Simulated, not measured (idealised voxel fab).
process module | voxel lift off
cross-section cut | 170 nm wide | cells 5 nm
A cross-section is a grid of square cells, given in bands from the top down. A band is one or more rows of cells.
Each band's line starts with the height of the band's top and of its bottom, in nm. Then come its materials from left to right, each with its width in nm. One material with "throughout" fills the band from edge to edge. "air" is empty space.
Height 0 is the level under which the wafer as received is all one material. The lowest band goes on downwards, as in "0 down".
A width such as "30 to 40" changes by the same amount from each row of cells to the next, from the band's top row to its bottom row.
"no change" after a step means that no cell of the cross-section changed.
closed voids: empty space of 8 cells or more with no open way to the top, each as width x height at its distance from the left edge, in nm
after a step's settings: what the simulator itself notes on the step
overlay nm, on a step with a mask: how far to the right of its planned place the mask lay; to the left if negative
plan
1 op RECEIVE | material Si
2 op CONFORMAL_DEP | material SiO2 | thk nm 15
3 op PATTERN | tone open | mask id LINES | material resist | width nm 25 | pitch nm 55 | thk nm 15 | overlay nm 0
4 op DIRECTIONAL_DEP | material Ru | thk nm 5
5 op STRIP | etch materials resist
6 op CONFORMAL_DEP | material SiO2 | thk nm 5
as received, after step 1
  0 down: Si throughout
  closed voids: none
first wafer at the end, as planned
  25 to 20: air 10 | SiO2 35 | air 20 | SiO2 35 | air 20 | SiO2 35 | air 15
  20 to 15: SiO2 15 | Ru 25 | SiO2 30 | Ru 25 | SiO2 30 | Ru 25 | SiO2 20
  15 to 0: SiO2 throughout
  0 down: Si throughout
  closed voids: none
second wafer at the end: like start, like plan, one mistake
  25 to 20: air 10 | Ru 35 | air 20 | Ru 35 | air 20 | Ru 35 | air 15
  20 to 15: Ru throughout
  15 to 0: SiO2 throughout
  0 down: Si throughout
  closed voids: none
what went wrong: step 6 ran as: op CONFORMAL_DEP | material Ru | thk nm 5
at the end the second wafer has, in cells: 40 more of Ru | 40 fewer of SiO2
